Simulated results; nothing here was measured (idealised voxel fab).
Herein follows the process module entitled voxel quadruple lines.
Square cells of 5 nm make up the cross-section cut, whose width is 255 nm.
Just so we're on the same page, the cross-sections are grids of square cells, and they're listed out in bands top to bottom, each band one or more rows deep.
Read a band's entry like this: the first values are the height of its top and the height of its bottom in nm, and what follows is the sequence of materials from left to right, each with its width in nm. Note that "empty" is empty space, and that a single material marked "full width" reaches across the band from edge to edge.
Heads up on the height convention: 0 is the point under which the incoming wafer is all one material, and the lowest band has no bottom, it just keeps going down, like "0..down".
Note: "30 to 40" means the width goes from the first number (top row of the band) to the second number (bottom row) in equal steps per row of cells.
When a step is marked "identical to before", none of the cells in the cross-section changed during that step.
What "Enclosed void catalog" gives you is every empty space of 8 cells or more that is cut off from the top. Each appears as width x height at distance, with the distance taken from the left edge and width, height and distance all in nm.
Whatever follows a step's settings on its line is a remark the simulator itself makes about that step.
"overlay nm", when on a step's line for a step with a mask, measures how far to the right of its planned place the mask lay; a negative measure means to the left.
Reading key. Pairs: pre-step and post-step cross-section, one process step apart; post-step view only to lowest changed band. Step between + settings: beneath pair. Runs: pairs may be from different runs of this module, same starting wafer. Continuation from pair above: only where "Status quo ante" entry says.
-- Status quo ante
- 40..20 = 80 nm empty | 10 nm SiCN | 15 nm empty | 10 nm SiCN | 15 nm empty | 10 nm SiCN | 15 nm empty | 10 nm SiCN | 90 nm empty
- 20..10 = Ru full width
- 10..0 = SiO2 full width
- 0..down = Si full width
- Enclosed void catalog: none
-- Post-Step Appearance
- 40..20 = 80 nm empty | 10 nm SiCN | 15 nm empty | 10 nm SiCN | 15 nm empty | 10 nm SiCN | 15 nm empty | 10 nm SiCN | 90 nm empty
- 20..10 = 80 nm empty | 10 nm Ru | 15 nm empty | 10 nm Ru | 15 nm empty | 10 nm Ru | 15 nm empty | 10 nm Ru | 90 nm empty
- Everything under 10 stays put, no change at all.
- Enclosed void catalog: none
Process step separating the two views above: DIRECTIONAL_ETCH with etch materials Ru, depth nm 10
Status quo ante: The prior state of this step coincides with the post-step cross-section of the pair just above.
-- Post-Step Appearance
- 20..10 = 80 nm empty | 10 nm Ru | 15 nm empty | 10 nm Ru | 15 nm empty | 10 nm Ru | 15 nm empty | 10 nm Ru | 90 nm empty
- Everything under 10 stays put, no change at all.
- Enclosed void catalog: none
Process step separating the two views above: STRIP with etch materials SiCN
Status quo ante: The prior state of this step coincides with the post-step cross-section of the pair just above.
-- Post-Step Appearance
- 25..20 = lowk full width
- 20..10 = 80 nm lowk | 10 nm Ru | 15 nm lowk | 10 nm Ru | 15 nm lowk | 10 nm Ru | 15 nm lowk | 10 nm Ru | 90 nm lowk
- Everything under 10 stays put, no change at all.
- Enclosed void catalog: none
Process step separating the two views above: FILL_DEP with material lowk, thk nm 5
Status quo ante: The prior state of this step coincides with the post-step cross-section of the pair just above.
-- Post-Step Appearance
- 20..10 = 80 nm lowk | 10 nm Ru | 15 nm lowk | 10 nm Ru | 15 nm lowk | 10 nm Ru | 15 nm lowk | 10 nm Ru | 90 nm lowk
- Everything under 10 stays put, no change at all.
- Enclosed void catalog: none
Process step separating the two views above: CMP with height nm 20
-- Status quo ante
- 0..down = Si full width
- Enclosed void catalog: none
-- Post-Step Appearance
- 10..0 = Ru full width
- Everything under 0 stays put, no change at all.
- Enclosed void catalog: none
Process step separating the two views above: CONFORMAL_DEP with material Ru, thk nm 10
Status quo ante: The prior state of this step coincides with the post-step cross-section of the pair just above.
-- Post-Step Appearance
- 20..0 = Ru full width
- Everything under 0 stays put, no change at all.
- Enclosed void catalog: none
Process step separating the two views above: DIRECTIONAL_DEP with material Ru, thk nm 10
Status quo ante: The prior state of this step coincides with the post-step cross-section of the pair just above.
-- Post-Step Appearance
- 40..20 = polySi full width
- Everything under 20 stays put, no change at all.
- Enclosed void catalog: none
Process step separating the two views above: DIRECTIONAL_DEP with material polySi, thk nm 20
Status quo ante: The prior state of this step coincides with the post-step cross-section of the pair just above.
-- Post-Step Appearance
- 60..40 = aC full width
- Everything under 40 stays put, no change at all.
- Enclosed void catalog: none
Process step separating the two views above: DIRECTIONAL_DEP with material aC, thk nm 20
Status quo ante: The prior state of this step coincides with the post-step cross-section of the pair just above.
-- Post-Step Appearance
- 90..60 = 110 nm empty | 35 nm resist | 110 nm empty
- Everything under 60 stays put, no change at all.
- Enclosed void catalog: none
Process step separating the two views above: PATTERN with tone cover, mask id MANDREL, material resist, width nm 35, thk nm 30, overlay nm 0
Status quo ante: The prior state of this step coincides with the post-step cross-section of the pair just above.
-- Post-Step Appearance
- 70..60 = 110 nm empty | 35 nm resist | 110 nm empty
- 60..40 = 110 nm empty | 35 nm aC | 110 nm empty
- Everything under 40 stays put, no change at all.
- Enclosed void catalog: none
Process step separating the two views above: DIRECTIONAL_ETCH with etch materials aC, depth nm 20
Status quo ante: The prior state of this step coincides with the post-step cross-section of the pair just above.
-- Post-Step Appearance
- 60..40 = 110 nm empty | 35 nm aC | 110 nm empty
- Everything under 40 stays put, no change at all.
- Enclosed void catalog: none
Process step separating the two views above: STRIP with etch materials resist
Status quo ante: The prior state of this step coincides with the post-step cross-section of the pair just above.
-- Post-Step Appearance
- 75..60 = 95 nm empty | 65 nm SiO2 | 95 nm empty
- 60..55 = 95 nm empty | 15 nm SiO2 | 35 nm aC | 15 nm SiO2 | 95 nm empty
- 55..40 = 110 nm SiO2 | 35 nm aC | 110 nm SiO2
- Everything under 40 stays put, no change at all.
- Enclosed void catalog: none
Process step separating the two views above: CONFORMAL_DEP with material SiO2, thk nm 15
Status quo ante: The prior state of this step coincides with the post-step cross-section of the pair just above.
-- Post-Step Appearance
- 60..40 = 95 nm empty | 15 nm SiO2 | 35 nm aC | 15 nm SiO2 | 95 nm empty
- Everything under 40 stays put, no change at all.
- Enclosed void catalog: none
Process step separating the two views above: DIRECTIONAL_ETCH with etch materials SiO2, depth nm 15
Status quo ante: The prior state of this step coincides with the post-step cross-section of the pair just above.
-- Post-Step Appearance
- 60..40 = 95 nm empty | 15 nm SiO2 | 35 nm empty | 15 nm SiO2 | 95 nm empty
- Everything under 40 stays put, no change at all.
- Enclosed void catalog: none
Process step separating the two views above: STRIP with etch materials aC
Status quo ante: The prior state of this step coincides with the post-step cross-section of the pair just above.
-- Post-Step Appearance
- 60..40 = 95 nm empty | 15 nm SiO2 | 35 nm empty | 15 nm SiO2 | 95 nm empty
- 40..20 = 95 nm empty | 15 nm polySi | 35 nm empty | 15 nm polySi | 95 nm empty
- Everything under 20 stays put, no change at all.
- Enclosed void catalog: none
Process step separating the two views above: DIRECTIONAL_ETCH with etch materials polySi, depth nm 20
Status quo ante: The prior state of this step coincides with the post-step cross-section of the pair just above.
-- Post-Step Appearance
- 40..20 = 95 nm empty | 15 nm polySi | 35 nm empty | 15 nm polySi | 95 nm empty
- Everything under 20 stays put, no change at all.
- Enclosed void catalog: none
Process step separating the two views above: STRIP with etch materials SiO2
Status quo ante: The prior state of this step coincides with the post-step cross-section of the pair just above.
-- Post-Step Appearance
- 50..40 = 85 nm empty | 35 nm SiCN | 15 nm empty | 35 nm SiCN | 85 nm empty
- 40..30 = 85 nm empty | 10 nm SiCN | 15 nm polySi | 10 nm SiCN | 15 nm empty | 10 nm SiCN | 15 nm polySi | 10 nm SiCN | 85 nm empty
- 30..20 = 95 nm SiCN | 15 nm polySi | 35 nm SiCN | 15 nm polySi | 95 nm SiCN
- Everything under 20 stays put, no change at all.
- Enclosed void catalog: none
Process step separating the two views above: CONFORMAL_DEP with material SiCN, thk nm 10
Status quo ante: The prior state of this step coincides with the post-step cross-section of the pair just above.
-- Post-Step Appearance
- 40..20 = 85 nm empty | 10 nm SiCN | 15 nm polySi | 10 nm SiCN | 15 nm empty | 10 nm SiCN | 15 nm polySi | 10 nm SiCN | 85 nm empty
- Everything under 20 stays put, no change at all.
- Enclosed void catalog: none
Process step separating the two views above: DIRECTIONAL_ETCH with etch materials SiCN, depth nm 10
Status quo ante: The prior state of this step coincides with the post-step cross-section of the pair just above.
-- Post-Step Appearance
- 40..20 = 85 nm empty | 10 nm SiCN | 15 nm empty | 10 nm SiCN | 15 nm empty | 10 nm SiCN | 15 nm empty | 10 nm SiCN | 85 nm empty
- Everything under 20 stays put, no change at all.
- Enclosed void catalog: none
Process step separating the two views above: STRIP with etch materials polySi
Status quo ante: The prior state of this step coincides with the post-step cross-section of the pair just above.
-- Post-Step Appearance
- 40..20 = 85 nm empty | 10 nm SiCN | 15 nm empty | 10 nm SiCN | 15 nm empty | 10 nm SiCN | 15 nm empty | 10 nm SiCN | 85 nm empty
- 20..10 = 85 nm empty | 10 nm Ru | 15 nm empty | 10 nm Ru | 15 nm empty | 10 nm Ru | 15 nm empty | 10 nm Ru | 85 nm empty
- Everything under 10 stays put, no change at all.
- Enclosed void catalog: none
Process step separating the two views above: DIRECTIONAL_ETCH with etch materials Ru, depth nm 10
Status quo ante: The prior state of this step coincides with the post-step cross-section of the pair just above.
-- Post-Step Appearance
- 20..10 = 85 nm empty | 10 nm Ru | 15 nm empty | 10 nm Ru | 15 nm empty | 10 nm Ru | 15 nm empty | 10 nm Ru | 85 nm empty
- Everything under 10 stays put, no change at all.
- Enclosed void catalog: none
Process step separating the two views above: STRIP with etch materials SiCN
Status quo ante: The prior state of this step coincides with the post-step cross-section of the pair just above.
-- Post-Step Appearance
- 25..20 = lowk full width
- 20..10 = 85 nm lowk | 10 nm Ru | 15 nm lowk | 10 nm Ru | 15 nm lowk | 10 nm Ru | 15 nm lowk | 10 nm Ru | 85 nm lowk
- Everything under 10 stays put, no change at all.
- Enclosed void catalog: none
Process step separating the two views above: FILL_DEP with material lowk, thk nm 5
Status quo ante: The prior state of this step coincides with the post-step cross-section of the pair just above.
-- Post-Step Appearance
- 20..10 = 85 nm lowk | 10 nm Ru | 15 nm lowk | 10 nm Ru | 15 nm lowk | 10 nm Ru | 15 nm lowk | 10 nm Ru | 85 nm lowk
- Everything under 10 stays put, no change at all.
- Enclosed void catalog: none
Process step separating the two views above: CMP with height nm 20
-- Status quo ante
- 60..40 = aC full width
- 40..20 = polySi full width
- 20..10 = Ru full width
- 10..0 = SiO2 full width
- 0..down = Si full width
- Enclosed void catalog: none
-- Post-Step Appearance
- 90..60 = 110 nm resist | 35 nm empty | 110 nm resist
- Everything under 60 stays put, no change at all.
- Enclosed void catalog: none
Process step separating the two views above: PATTERN with tone open, mask id MANDREL, material resist, width nm 35, thk nm 30, overlay nm 0
Status quo ante: The prior state of this step coincides with the post-step cross-section of the pair just above.
-- Post-Step Appearance
- 70..60 = 110 nm resist | 35 nm empty | 110 nm resist
- 60..40 = 110 nm aC | 35 nm empty | 110 nm aC
- Everything under 40 stays put, no change at all.
- Enclosed void catalog: none
Process step separating the two views above: DIRECTIONAL_ETCH with etch materials aC, depth nm 20
Status quo ante: The prior state of this step coincides with the post-step cross-section of the pair just above.
-- Post-Step Appearance
- 60..40 = 110 nm aC | 35 nm empty | 110 nm aC
- Everything under 40 stays put, no change at all.
- Enclosed void catalog: none
Process step separating the two views above: STRIP with etch materials resist
Status quo ante: The prior state of this step coincides with the post-step cross-section of the pair just above.
-- Post-Step Appearance
- 75..60 = 125 nm SiO2 | 5 nm empty | 125 nm SiO2
- 60..55 = 110 nm aC | 15 nm SiO2 | 5 nm empty | 15 nm SiO2 | 110 nm aC
- 55..40 = 110 nm aC | 35 nm SiO2 | 110 nm aC
- Everything under 40 stays put, no change at all.
- Enclosed void catalog: none
Process step separating the two views above: CONFORMAL_DEP with material SiO2, thk nm 15
Status quo ante: The prior state of this step coincides with the post-step cross-section of the pair just above.
-- Post-Step Appearance
- 60..40 = 110 nm aC | 15 nm SiO2 | 5 nm empty | 15 nm SiO2 | 110 nm aC
- Everything under 40 stays put, no change at all.
- Enclosed void catalog: none
Process step separating the two views above: DIRECTIONAL_ETCH with etch materials SiO2, depth nm 15
Status quo ante: The prior state of this step coincides with the post-step cross-section of the pair just above.
-- Post-Step Appearance
- 60..40 = 110 nm empty | 15 nm SiO2 | 5 nm empty | 15 nm SiO2 | 110 nm empty
- Everything under 40 stays put, no change at all.
- Enclosed void catalog: none
Process step separating the two views above: STRIP with etch materials aC
Status quo ante: The prior state of this step coincides with the post-step cross-section of the pair just above.
-- Post-Step Appearance
- 60..40 = 110 nm empty | 15 nm SiO2 | 5 nm empty | 15 nm SiO2 | 110 nm empty
- 40..20 = 110 nm empty | 15 nm polySi | 5 nm empty | 15 nm polySi | 110 nm empty
- Everything under 20 stays put, no change at all.
- Enclosed void catalog: none
Process step separating the two views above: DIRECTIONAL_ETCH with etch materials polySi, depth nm 20
Status quo ante: The prior state of this step coincides with the post-step cross-section of the pair just above.
-- Post-Step Appearance
- 40..20 = 110 nm empty | 15 nm polySi | 5 nm empty | 15 nm polySi | 110 nm empty
- Everything under 20 stays put, no change at all.
- Enclosed void catalog: none
Process step separating the two views above: STRIP with etch materials SiO2
Status quo ante: The prior state of this step coincides with the post-step cross-section of the pair just above.
-- Post-Step Appearance
- 50..40 = 100 nm empty | 55 nm SiCN | 100 nm empty
- 40..30 = 100 nm empty | 10 nm SiCN | 15 nm polySi | 5 nm SiCN | 15 nm polySi | 10 nm SiCN | 100 nm empty
- 30..20 = 110 nm SiCN | 15 nm polySi | 5 nm SiCN | 15 nm polySi | 110 nm SiCN
- Everything under 20 stays put, no change at all.
- Enclosed void catalog: none
Process step separating the two views above: CONFORMAL_DEP with material SiCN, thk nm 10
Status quo ante: The prior state of this step coincides with the post-step cross-section of the pair just above.
-- Post-Step Appearance
- 40..20 = 100 nm empty | 10 nm SiCN | 15 nm polySi | 5 nm SiCN | 15 nm polySi | 10 nm SiCN | 100 nm empty
- Everything under 20 stays put, no change at all.
- Enclosed void catalog: none
Process step separating the two views above: DIRECTIONAL_ETCH with etch materials SiCN, depth nm 10
Status quo ante: The prior state of this step coincides with the post-step cross-section of the pair just above.
-- Post-Step Appearance
- 40..20 = 100 nm empty | 10 nm SiCN | 15 nm empty | 5 nm SiCN | 15 nm empty | 10 nm SiCN | 100 nm empty
- Everything under 20 stays put, no change at all.
- Enclosed void catalog: none
Process step separating the two views above: STRIP with etch materials polySi
Status quo ante: The prior state of this step coincides with the post-step cross-section of the pair just above.
-- Post-Step Appearance
- 40..20 = 100 nm empty | 10 nm SiCN | 15 nm empty | 5 nm SiCN | 15 nm empty | 10 nm SiCN | 100 nm empty
- 20..10 = 100 nm empty | 10 nm Ru | 15 nm empty | 5 nm Ru | 15 nm empty | 10 nm Ru | 100 nm empty
- Everything under 10 stays put, no change at all.
- Enclosed void catalog: none
Process step separating the two views above: DIRECTIONAL_ETCH with etch materials Ru, depth nm 10
Status quo ante: The prior state of this step coincides with the post-step cross-section of the pair just above.
-- Post-Step Appearance
- 20..10 = 100 nm empty | 10 nm Ru | 15 nm empty | 5 nm Ru | 15 nm empty | 10 nm Ru | 100 nm empty
- Everything under 10 stays put, no change at all.
- Enclosed void catalog: none
Process step separating the two views above: STRIP with etch materials SiCN
Status quo ante: The prior state of this step coincides with the post-step cross-section of the pair just above.
-- Post-Step Appearance
- 25..20 = lowk full width
- 20..10 = 100 nm lowk | 10 nm Ru | 15 nm lowk | 5 nm Ru | 15 nm lowk | 10 nm Ru | 100 nm lowk
- Everything under 10 stays put, no change at all.
- Enclosed void catalog: none
Process step separating the two views above: FILL_DEP with material lowk, thk nm 5
Status quo ante: The prior state of this step coincides with the post-step cross-section of the pair just above.
-- Post-Step Appearance
- 20..10 = 100 nm lowk | 10 nm Ru | 15 nm lowk | 5 nm Ru | 15 nm lowk | 10 nm Ru | 100 nm lowk
- Everything under 10 stays put, no change at all.
- Enclosed void catalog: none
Process step separating the two views above: CMP with height nm 20
